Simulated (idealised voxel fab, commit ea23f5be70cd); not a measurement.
The document below concerns the process module designated voxel wiring stack.
Xsec cut, 180 nm wide, square cell size 5 nm.
Cross-sections here: square-cell grids, written as top-down lists of bands, a band being one or more rows of cells.
Quick guide to a band line: top height, bottom height (nm) up front; then every material left to right with its width in nm. Only one material and it's marked "all across"? Then it fills the band edge to edge. And "blank" just means empty space.
We count height from 0. Below that, the starting wafer is all one material. The lowest band never ends at the bottom but goes on down; see "0 -> down" for how that is written.
The width entry "30..40" should be interpreted row by row: the top row of cells in the band takes the first number, the bottom row takes the second number, and the change between adjacent rows is uniform throughout.
Take "no modification" at face value: in the step it is given for, the cross-section changed in none of its cells.
In the "Fully sealed cavities" entry, you get each enclosed empty space of 8 cells or more, one with no open way to the top, written width x height at distance, distance from the left edge, in nm.
Heads up: the bit after the settings on a step's line is the simulator's remark on that step.
You can add "overlay nm" to a step's line. For a step with a mask, it describes how far the mask lay to the right of its planned position, and a negative number describes a lay to the left.

[The steps planned for the process are as follows]
- 1: RECEIVE (material Si)
- 2: CONFORMAL_DEP (material SiO2; thk nm 15)
- 3: DIRECTIONAL_DEP (material TiN; thk nm 5)
- 4: DIRECTIONAL_DEP (material W; thk nm 20)
- 5: DIRECTIONAL_DEP (material aC; thk nm 15)
- 6: PATTERN (tone cover; mask id METAL_1; material resist; width nm 30; pitch nm 50; thk nm 30; overlay nm 0)
- 7: DIRECTIONAL_ETCH (etch materials aC; depth nm 15)
- 8: STRIP (etch materials resist)
- 9: DIRECTIONAL_ETCH (etch materials W; depth nm 20)
- 10: DIRECTIONAL_ETCH (etch materials TiN; depth nm 5)
- 11: STRIP (etch materials aC)
- 12: CONFORMAL_DEP (material SiCN; thk nm 5)
- 13: FILL_DEP (material lowk; thk nm 10)
- 14: CMP (height nm 40)
- 15: CONFORMAL_DEP (material SiCN; thk nm 5)
- 16: DIRECTIONAL_DEP (material lowk; thk nm 30)
- 17: DIRECTIONAL_DEP (material aC; thk nm 15)
- 18: PATTERN (tone open; mask id METAL_2_HOLES; material resist; width nm 15; pitch nm 50; thk nm 35; overlay nm 0)
- 19: DIRECTIONAL_ETCH (etch materials aC; depth nm 15)
- 20: STRIP (etch materials resist)
- 21: DIRECTIONAL_ETCH (etch materials lowk; depth nm 30)
- 22: STRIP (etch materials aC)
- 23: MASKED_ETCH (tone open; mask id METAL_2; width nm 30; pitch nm 50; etch materials lowk; depth nm 15; overlay nm 0)
- 24: MASKED_ETCH (tone open; mask id METAL_2; width nm 30; pitch nm 50; etch materials SiCN; depth nm 5; overlay nm 0)
- 25: CONFORMAL_DEP (material TiN; thk nm 5)
- 26: FILL_DEP (material Cu; thk nm 5)
- 27: CMP (height nm 75)
- 28: CONFORMAL_DEP (material SiCN; thk nm 5)
- 29: DIRECTIONAL_DEP (material SiO2; thk nm 20)
- 30: DIRECTIONAL_DEP (material aC; thk nm 15)
- 31: PATTERN (tone open; mask id PLUG_2; material resist; width nm 15; pitch nm 100; thk nm 30; overlay nm 0)
- 32: DIRECTIONAL_ETCH (etch materials aC; depth nm 15)
- 33: STRIP (etch materials resist)
- 34: DIRECTIONAL_ETCH (etch materials SiO2; depth nm 20)
- 35: DIRECTIONAL_ETCH (etch materials SiCN; depth nm 5)
- 36: STRIP (etch materials aC)
- 37: CONFORMAL_DEP (material TiN; thk nm 5)
- 38: FILL_DEP (material W; thk nm 10)
- 39: CMP (height nm 100)
- 40: CONFORMAL_DEP (material SiN; thk nm 5)
- 41: DIRECTIONAL_DEP (material SiO2; thk nm 25)
- 42: DIRECTIONAL_DEP (material aC; thk nm 10)
- 43: PATTERN (tone open; mask id METAL_3; material resist; width nm 30; pitch nm 50; thk nm 25; overlay nm 0)
- 44: DIRECTIONAL_ETCH (etch materials aC; depth nm 10)
- 45: STRIP (etch materials resist)
- 46: DIRECTIONAL_ETCH (etch materials SiO2; depth nm 25)
- 47: DIRECTIONAL_ETCH (etch materials SiN; depth nm 5)
- 48: STRIP (etch materials aC)
- 49: CONFORMAL_DEP (material TiN; thk nm 5)
- 50: FILL_DEP (material Cu; thk nm 5)
- 51: CMP (height nm 130)
- 52: EPI (material Ru; thk nm 5)
- 53: FILL_DEP (material SiCN; thk nm 5)
- 54: DIRECTIONAL_DEP (material SiO2; thk nm 15)
- 55: MASKED_ETCH (tone open; mask id PLUG_3; width nm 15; pitch nm 50; etch materials SiO2; depth nm 15; overlay nm 0)
- 56: MASKED_ETCH (tone open; mask id PLUG_3; width nm 15; pitch nm 50; etch materials SiCN; depth nm 5; overlay nm 0)
- 57: CONFORMAL_DEP (material TiN; thk nm 5)
- 58: FILL_DEP (material Cu; thk nm 10)
- 59: CMP (height nm 155)
- 60: CONFORMAL_DEP (material SiN; thk nm 5)
- 61: DIRECTIONAL_DEP (material lowk; thk nm 20)
- 62: PATTERN (tone open; mask id METAL_4; material resist; width nm 30; pitch nm 50; thk nm 15; overlay nm 0)
- 63: DIRECTIONAL_ETCH (etch materials lowk; depth nm 20)
- 64: DIRECTIONAL_ETCH (etch materials SiN; depth nm 5)
- 65: STRIP (etch materials resist)
- 66: CONFORMAL_DEP (material TiN; thk nm 5)
- 67: FILL_DEP (material W; thk nm 10)
- 68: CMP (height nm 180)
- 69: CONFORMAL_DEP (material SiCN; thk nm 5)

[What follows covers the first of two wafers; it ran as planned]

[Wafer cross-section on receipt, i.e. after step 1]
  0 -> down | Si all across
  Fully sealed cavities: none

[Wafer xsec, post step 2]
  15 -> 0 | SiO2 all across
  At heights below 0, the structure remains unaltered.

[Wafer xsec, post step 3]
  20 -> 15 | TiN all across
  At heights below 15, the structure remains unaltered.

[Wafer xsec, post step 4]
  40 -> 20 | W all across
  At heights below 20, the structure remains unaltered.

[Wafer xsec, post step 5]
  55 -> 40 | aC all across
  At heights below 40, the structure remains unaltered.

[Wafer xsec, post step 6]
  85 -> 55 | blank: 25 / resist: 30 / blank: 20 / resist: 30 / blank: 20 / resist: 30 / blank: 25
  At heights below 55, the structure remains unaltered.

[Wafer xsec, post step 7]
  70 -> 55 | blank: 25 / resist: 30 / blank: 20 / resist: 30 / blank: 20 / resist: 30 / blank: 25
  55 -> 40 | blank: 25 / aC: 30 / blank: 20 / aC: 30 / blank: 20 / aC: 30 / blank: 25
  At heights below 40, the structure remains unaltered.

[Wafer xsec, post step 8]
  55 -> 40 | blank: 25 / aC: 30 / blank: 20 / aC: 30 / blank: 20 / aC: 30 / blank: 25
  At heights below 40, the structure remains unaltered.

[Wafer xsec, post step 9]
  55 -> 40 | blank: 25 / aC: 30 / blank: 20 / aC: 30 / blank: 20 / aC: 30 / blank: 25
  40 -> 20 | blank: 25 / W: 30 / blank: 20 / W: 30 / blank: 20 / W: 30 / blank: 25
  At heights below 20, the structure remains unaltered.

[Wafer xsec, post step 10]
  55 -> 40 | blank: 25 / aC: 30 / blank: 20 / aC: 30 / blank: 20 / aC: 30 / blank: 25
  40 -> 20 | blank: 25 / W: 30 / blank: 20 / W: 30 / blank: 20 / W: 30 / blank: 25
  20 -> 15 | blank: 25 / TiN: 30 / blank: 20 / TiN: 30 / blank: 20 / TiN: 30 / blank: 25
  At heights below 15, the structure remains unaltered.

[Wafer xsec, post step 11]
  40 -> 20 | blank: 25 / W: 30 / blank: 20 / W: 30 / blank: 20 / W: 30 / blank: 25
  At heights below 20, the structure remains unaltered.

[Wafer xsec, post step 12]
  45 -> 40 | blank: 20 / SiCN: 40 / blank: 10 / SiCN: 40 / blank: 10 / SiCN: 40 / blank: 20
  40 -> 20 | blank: 20 / SiCN: 5 / W: 30 / SiCN: 5 / blank: 10 / SiCN: 5 / W: 30 / SiCN: 5 / blank: 10 / SiCN: 5 / W: 30 / SiCN: 5 / blank: 20
  20 -> 15 | SiCN: 25 / TiN: 30 / SiCN: 20 / TiN: 30 / SiCN: 20 / TiN: 30 / SiCN: 25
  At heights below 15, the structure remains unaltered.

[Wafer xsec, post step 13]
  55 -> 45 | lowk all across
  45 -> 40 | lowk: 20 / SiCN: 40 / lowk: 10 / SiCN: 40 / lowk: 10 / SiCN: 40 / lowk: 20
  40 -> 20 | lowk: 20 / SiCN: 5 / W: 30 / SiCN: 5 / lowk: 10 / SiCN: 5 / W: 30 / SiCN: 5 / lowk: 10 / SiCN: 5 / W: 30 / SiCN: 5 / lowk: 20
  At heights below 20, the structure remains unaltered.

[Wafer xsec, post step 14]
  40 -> 20 | lowk: 20 / SiCN: 5 / W: 30 / SiCN: 5 / lowk: 10 / SiCN: 5 / W: 30 / SiCN: 5 / lowk: 10 / SiCN: 5 / W: 30 / SiCN: 5 / lowk: 20
  At heights below 20, the structure remains unaltered.

[Wafer xsec, post step 15]
  45 -> 40 | SiCN all across
  At heights below 40, the structure remains unaltered.

[Wafer xsec, post step 16]
  75 -> 45 | lowk all across
  At heights below 45, the structure remains unaltered.

[Wafer xsec, post step 17]
  90 -> 75 | aC all across
  At heights below 75, the structure remains unaltered.

[Wafer xsec, post step 18]
  125 -> 90 | resist: 25 / blank: 15 / resist: 35 / blank: 15 / resist: 35 / blank: 15 / resist: 40
  At heights below 90, the structure remains unaltered.

[Wafer xsec, post step 19]
  110 -> 90 | resist: 25 / blank: 15 / resist: 35 / blank: 15 / resist: 35 / blank: 15 / resist: 40
  90 -> 75 | aC: 25 / blank: 15 / aC: 35 / blank: 15 / aC: 35 / blank: 15 / aC: 40
  At heights below 75, the structure remains unaltered.

[Wafer xsec, post step 20]
  90 -> 75 | aC: 25 / blank: 15 / aC: 35 / blank: 15 / aC: 35 / blank: 15 / aC: 40
  At heights below 75, the structure remains unaltered.

[Wafer xsec, post step 21]
  90 -> 75 | aC: 25 / blank: 15 / aC: 35 / blank: 15 / aC: 35 / blank: 15 / aC: 40
  75 -> 45 | lowk: 25 / blank: 15 / lowk: 35 / blank: 15 / lowk: 35 / blank: 15 / lowk: 40
  At heights below 45, the structure remains unaltered.

[Wafer xsec, post step 22]
  75 -> 45 | lowk: 25 / blank: 15 / lowk: 35 / blank: 15 / lowk: 35 / blank: 15 / lowk: 40
  At heights below 45, the structure remains unaltered.

[Wafer xsec, post step 23]
  75 -> 60 | lowk: 25 / blank: 30 / lowk: 20 / blank: 30 / lowk: 20 / blank: 30 / lowk: 25
  At heights below 60, the structure remains unaltered.

[Wafer xsec, post step 24]
  75 -> 60 | lowk: 25 / blank: 30 / lowk: 20 / blank: 30 / lowk: 20 / blank: 30 / lowk: 25
  60 -> 45 | lowk: 25 / blank: 15 / lowk: 35 / blank: 15 / lowk: 35 / blank: 15 / lowk: 40
  45 -> 40 | SiCN: 25 / blank: 15 / SiCN: 35 / blank: 15 / SiCN: 35 / blank: 15 / SiCN: 40
  At heights below 40, the structure remains unaltered.

[Wafer xsec, post step 25]
  80 -> 75 | TiN: 30 / blank: 20 / TiN: 30 / blank: 20 / TiN: 30 / blank: 20 / TiN: 30
  75 -> 65 | lowk: 25 / TiN: 5 / blank: 20 / TiN: 5 / lowk: 20 / TiN: 5 / blank: 20 / TiN: 5 / lowk: 20 / TiN: 5 / blank: 20 / TiN: 5 / lowk: 25
  65 -> 60 | lowk: 25 / TiN: 5 / blank: 5 / TiN: 20 / lowk: 20 / TiN: 5 / blank: 5 / TiN: 20 / lowk: 20 / TiN: 5 / blank: 5 / TiN: 20 / lowk: 25
  60 -> 45 | lowk: 25 / TiN: 5 / blank: 5 / TiN: 5 / lowk: 35 / TiN: 5 / blank: 5 / TiN: 5 / lowk: 35 / TiN: 5 / blank: 5 / TiN: 5 / lowk: 40
  45 -> 40 | SiCN: 25 / TiN: 15 / SiCN: 35 / TiN: 15 / SiCN: 35 / TiN: 15 / SiCN: 40
  At heights below 40, the structure remains unaltered.

[Wafer xsec, post step 26]
  85 -> 80 | Cu all across
  80 -> 75 | TiN: 30 / Cu: 20 / TiN: 30 / Cu: 20 / TiN: 30 / Cu: 20 / TiN: 30
  75 -> 65 | lowk: 25 / TiN: 5 / Cu: 20 / TiN: 5 / lowk: 20 / TiN: 5 / Cu: 20 / TiN: 5 / lowk: 20 / TiN: 5 / Cu: 20 / TiN: 5 / lowk: 25
  65 -> 60 | lowk: 25 / TiN: 5 / Cu: 5 / TiN: 20 / lowk: 20 / TiN: 5 / Cu: 5 / TiN: 20 / lowk: 20 / TiN: 5 / Cu: 5 / TiN: 20 / lowk: 25
  60 -> 45 | lowk: 25 / TiN: 5 / Cu: 5 / TiN: 5 / lowk: 35 / TiN: 5 / Cu: 5 / TiN: 5 / lowk: 35 / TiN: 5 / Cu: 5 / TiN: 5 / lowk: 40
  At heights below 45, the structure remains unaltered.

[Wafer xsec, post step 27]
  75 -> 65 | lowk: 25 / TiN: 5 / Cu: 20 / TiN: 5 / lowk: 20 / TiN: 5 / Cu: 20 / TiN: 5 / lowk: 20 / TiN: 5 / Cu: 20 / TiN: 5 / lowk: 25
  At heights below 65, the structure remains unaltered.

[Wafer xsec, post step 28]
  80 -> 75 | SiCN all across
  At heights below 75, the structure remains unaltered.

[Wafer xsec, post step 29]
  100 -> 80 | SiO2 all across
  At heights below 80, the structure remains unaltered.

[Wafer xsec, post step 30]
  115 -> 100 | aC all across
  At heights below 100, the structure remains unaltered.

[Wafer xsec, post step 31]
  145 -> 115 | resist: 25 / blank: 15 / resist: 85 / blank: 15 / resist: 40
  At heights below 115, the structure remains unaltered.

[Wafer xsec, post step 32]
  130 -> 115 | resist: 25 / blank: 15 / resist: 85 / blank: 15 / resist: 40
  115 -> 100 | aC: 25 / blank: 15 / aC: 85 / blank: 15 / aC: 40
  At heights below 100, the structure remains unaltered.

[Wafer xsec, post step 33]
  115 -> 100 | aC: 25 / blank: 15 / aC: 85 / blank: 15 / aC: 40
  At heights below 100, the structure remains unaltered.

[Wafer xsec, post step 34]
  115 -> 100 | aC: 25 / blank: 15 / aC: 85 / blank: 15 / aC: 40
  100 -> 80 | SiO2: 25 / blank: 15 / SiO2: 85 / blank: 15 / SiO2: 40
  At heights below 80, the structure remains unaltered.

[Wafer xsec, post step 35]
  115 -> 100 | aC: 25 / blank: 15 / aC: 85 / blank: 15 / aC: 40
  100 -> 80 | SiO2: 25 / blank: 15 / SiO2: 85 / blank: 15 / SiO2: 40
  80 -> 75 | SiCN: 25 / blank: 15 / SiCN: 85 / blank: 15 / SiCN: 40
  At heights below 75, the structure remains unaltered.

[Wafer xsec, post step 36]
  100 -> 80 | SiO2: 25 / blank: 15 / SiO2: 85 / blank: 15 / SiO2: 40
  At heights below 80, the structure remains unaltered.

[Wafer xsec, post step 37]
  105 -> 100 | TiN: 30 / blank: 5 / TiN: 95 / blank: 5 / TiN: 45
  100 -> 80 | SiO2: 25 / TiN: 5 / blank: 5 / TiN: 5 / SiO2: 85 / TiN: 5 / blank: 5 / TiN: 5 / SiO2: 40
  80 -> 75 | SiCN: 25 / TiN: 15 / SiCN: 85 / TiN: 15 / SiCN: 40
  At heights below 75, the structure remains unaltered.

[Wafer xsec, post step 38]
  115 -> 105 | W all across
  105 -> 100 | TiN: 30 / W: 5 / TiN: 95 / W: 5 / TiN: 45
  100 -> 80 | SiO2: 25 / TiN: 5 / W: 5 / TiN: 5 / SiO2: 85 / TiN: 5 / W: 5 / TiN: 5 / SiO2: 40
  At heights below 80, the structure remains unaltered.

[Wafer xsec, post step 39]
  100 -> 80 | SiO2: 25 / TiN: 5 / W: 5 / TiN: 5 / SiO2: 85 / TiN: 5 / W: 5 / TiN: 5 / SiO2: 40
  At heights below 80, the structure remains unaltered.

[Wafer xsec, post step 40]
  105 -> 100 | SiN all across
  At heights below 100, the structure remains unaltered.

[Wafer xsec, post step 41]
  130 -> 105 | SiO2 all across
  At heights below 105, the structure remains unaltered.

[Wafer xsec, post step 42]
  140 -> 130 | aC all across
  At heights below 130, the structure remains unaltered.

[Wafer xsec, post step 43]
  165 -> 140 | resist: 25 / blank: 30 / resist: 20 / blank: 30 / resist: 20 / blank: 30 / resist: 25
  At heights below 140, the structure remains unaltered.

[Wafer xsec, post step 44]
  155 -> 140 | resist: 25 / blank: 30 / resist: 20 / blank: 30 / resist: 20 / blank: 30 / resist: 25
  140 -> 130 | aC: 25 / blank: 30 / aC: 20 / blank: 30 / aC: 20 / blank: 30 / aC: 25
  At heights below 130, the structure remains unaltered.

[Wafer xsec, post step 45]
  140 -> 130 | aC: 25 / blank: 30 / aC: 20 / blank: 30 / aC: 20 / blank: 30 / aC: 25
  At heights below 130, the structure remains unaltered.

[Wafer xsec, post step 46]
  140 -> 130 | aC: 25 / blank: 30 / aC: 20 / blank: 30 / aC: 20 / blank: 30 / aC: 25
  130 -> 105 | SiO2: 25 / blank: 30 / SiO2: 20 / blank: 30 / SiO2: 20 / blank: 30 / SiO2: 25
  At heights below 105, the structure remains unaltered.

[Wafer xsec, post step 47]
  140 -> 130 | aC: 25 / blank: 30 / aC: 20 / blank: 30 / aC: 20 / blank: 30 / aC: 25
  130 -> 105 | SiO2: 25 / blank: 30 / SiO2: 20 / blank: 30 / SiO2: 20 / blank: 30 / SiO2: 25
  105 -> 100 | SiN: 25 / blank: 30 / SiN: 20 / blank: 30 / SiN: 20 / blank: 30 / SiN: 25
  At heights below 100, the structure remains unaltered.

[Wafer xsec, post step 48]
  130 -> 105 | SiO2: 25 / blank: 30 / SiO2: 20 / blank: 30 / SiO2: 20 / blank: 30 / SiO2: 25
  At heights below 105, the structure remains unaltered.

[Wafer xsec, post step 49]
  135 -> 130 | TiN: 30 / blank: 20 / TiN: 30 / blank: 20 / TiN: 30 / blank: 20 / TiN: 30
  130 -> 105 | SiO2: 25 / TiN: 5 / blank: 20 / TiN: 5 / SiO2: 20 / TiN: 5 / blank: 20 / TiN: 5 / SiO2: 20 / TiN: 5 / blank: 20 / TiN: 5 / SiO2: 25
  105 -> 100 | SiN: 25 / TiN: 30 / SiN: 20 / TiN: 30 / SiN: 20 / TiN: 30 / SiN: 25
  At heights below 100, the structure remains unaltered.

[Wafer xsec, post step 50]
  140 -> 135 | Cu all across
  135 -> 130 | TiN: 30 / Cu: 20 / TiN: 30 / Cu: 20 / TiN: 30 / Cu: 20 / TiN: 30
  130 -> 105 | SiO2: 25 / TiN: 5 / Cu: 20 / TiN: 5 / SiO2: 20 / TiN: 5 / Cu: 20 / TiN: 5 / SiO2: 20 / TiN: 5 / Cu: 20 / TiN: 5 / SiO2: 25
  At heights below 105, the structure remains unaltered.

[Wafer xsec, post step 51]
  130 -> 105 | SiO2: 25 / TiN: 5 / Cu: 20 / TiN: 5 / SiO2: 20 / TiN: 5 / Cu: 20 / TiN: 5 / SiO2: 20 / TiN: 5 / Cu: 20 / TiN: 5 / SiO2: 25
  At heights below 105, the structure remains unaltered.

[Wafer xsec, post step 52]
  135 -> 130 | blank: 20 / Ru: 40 / blank: 10 / Ru: 40 / blank: 10 / Ru: 40 / blank: 20
  At heights below 130, the structure remains unaltered.

[Wafer xsec, post step 53]
  140 -> 135 | SiCN all across
  135 -> 130 | SiCN: 20 / Ru: 40 / SiCN: 10 / Ru: 40 / SiCN: 10 / Ru: 40 / SiCN: 20
  At heights below 130, the structure remains unaltered.

[Wafer xsec, post step 54]
  155 -> 140 | SiO2 all across
  At heights below 140, the structure remains unaltered.

[Wafer xsec, post step 55]
  155 -> 140 | SiO2: 25 / blank: 15 / SiO2: 35 / blank: 15 / SiO2: 35 / blank: 15 / SiO2: 40
  At heights below 140, the structure remains unaltered.

[Wafer xsec, post step 56]
  155 -> 140 | SiO2: 25 / blank: 15 / SiO2: 35 / blank: 15 / SiO2: 35 / blank: 15 / SiO2: 40
  140 -> 135 | SiCN: 25 / blank: 15 / SiCN: 35 / blank: 15 / SiCN: 35 / blank: 15 / SiCN: 40
  At heights below 135, the structure remains unaltered.

[Wafer xsec, post step 57]
  160 -> 155 | TiN: 30 / blank: 5 / TiN: 45 / blank: 5 / TiN: 45 / blank: 5 / TiN: 45
  155 -> 140 | SiO2: 25 / TiN: 5 / blank: 5 / TiN: 5 / SiO2: 35 / TiN: 5 / blank: 5 / TiN: 5 / SiO2: 35 / TiN: 5 / blank: 5 / TiN: 5 / SiO2: 40
  140 -> 135 | SiCN: 25 / TiN: 15 / SiCN: 35 / TiN: 15 / SiCN: 35 / TiN: 15 / SiCN: 40
  At heights below 135, the structure remains unaltered.

[Wafer xsec, post step 58]
  170 -> 160 | Cu all across
  160 -> 155 | TiN: 30 / Cu: 5 / TiN: 45 / Cu: 5 / TiN: 45 / Cu: 5 / TiN: 45
  155 -> 140 | SiO2: 25 / TiN: 5 / Cu: 5 / TiN: 5 / SiO2: 35 / TiN: 5 / Cu: 5 / TiN: 5 / SiO2: 35 / TiN: 5 / Cu: 5 / TiN: 5 / SiO2: 40
  At heights below 140, the structure remains unaltered.

[Wafer xsec, post step 59]
  155 -> 140 | SiO2: 25 / TiN: 5 / Cu: 5 / TiN: 5 / SiO2: 35 / TiN: 5 / Cu: 5 / TiN: 5 / SiO2: 35 / TiN: 5 / Cu: 5 / TiN: 5 / SiO2: 40
  At heights below 140, the structure remains unaltered.

[Wafer xsec, post step 60]
  160 -> 155 | SiN all across
  At heights below 155, the structure remains unaltered.

[Wafer xsec, post step 61]
  180 -> 160 | lowk all across
  At heights below 160, the structure remains unaltered.

[Wafer xsec, post step 62]
  195 -> 180 | resist: 25 / blank: 30 / resist: 20 / blank: 30 / resist: 20 / blank: 30 / resist: 25
  At heights below 180, the structure remains unaltered.

[Wafer xsec, post step 63]
  195 -> 180 | resist: 25 / blank: 30 / resist: 20 / blank: 30 / resist: 20 / blank: 30 / resist: 25
  180 -> 160 | lowk: 25 / blank: 30 / lowk: 20 / blank: 30 / lowk: 20 / blank: 30 / lowk: 25
  At heights below 160, the structure remains unaltered.

[Wafer xsec, post step 64]
  195 -> 180 | resist: 25 / blank: 30 / resist: 20 / blank: 30 / resist: 20 / blank: 30 / resist: 25
  180 -> 160 | lowk: 25 / blank: 30 / lowk: 20 / blank: 30 / lowk: 20 / blank: 30 / lowk: 25
  160 -> 155 | SiN: 25 / blank: 30 / SiN: 20 / blank: 30 / SiN: 20 / blank: 30 / SiN: 25
  At heights below 155, the structure remains unaltered.

[Wafer xsec, post step 65]
  180 -> 160 | lowk: 25 / blank: 30 / lowk: 20 / blank: 30 / lowk: 20 / blank: 30 / lowk: 25
  At heights below 160, the structure remains unaltered.

[Wafer xsec, post step 66]
  185 -> 180 | TiN: 30 / blank: 20 / TiN: 30 / blank: 20 / TiN: 30 / blank: 20 / TiN: 30
  180 -> 160 | lowk: 25 / TiN: 5 / blank: 20 / TiN: 5 / lowk: 20 / TiN: 5 / blank: 20 / TiN: 5 / lowk: 20 / TiN: 5 / blank: 20 / TiN: 5 / lowk: 25
  160 -> 155 | SiN: 25 / TiN: 30 / SiN: 20 / TiN: 30 / SiN: 20 / TiN: 30 / SiN: 25
  At heights below 155, the structure remains unaltered.

[Wafer xsec, post step 67]
  195 -> 185 | W all across
  185 -> 180 | TiN: 30 / W: 20 / TiN: 30 / W: 20 / TiN: 30 / W: 20 / TiN: 30
  180 -> 160 | lowk: 25 / TiN: 5 / W: 20 / TiN: 5 / lowk: 20 / TiN: 5 / W: 20 / TiN: 5 / lowk: 20 / TiN: 5 / W: 20 / TiN: 5 / lowk: 25
  At heights below 160, the structure remains unaltered.

[Wafer xsec, post step 68]
  180 -> 160 | lowk: 25 / TiN: 5 / W: 20 / TiN: 5 / lowk: 20 / TiN: 5 / W: 20 / TiN: 5 / lowk: 20 / TiN: 5 / W: 20 / TiN: 5 / lowk: 25
  At heights below 160, the structure remains unaltered.

[Wafer xsec, post step 69]
  185 -> 180 | SiCN all across
  At heights below 180, the structure remains unaltered.

[Wafer two. Identical start, identical plan. One mistake in execution. Identical history through step 68]

The second wafer cut through, at the time step 69 was supposed to be finished: no modification
The plan and the run diverged here: plan step 69 skipped
Cell-count delta at end, second wafer over first, by material: -36 SiCN
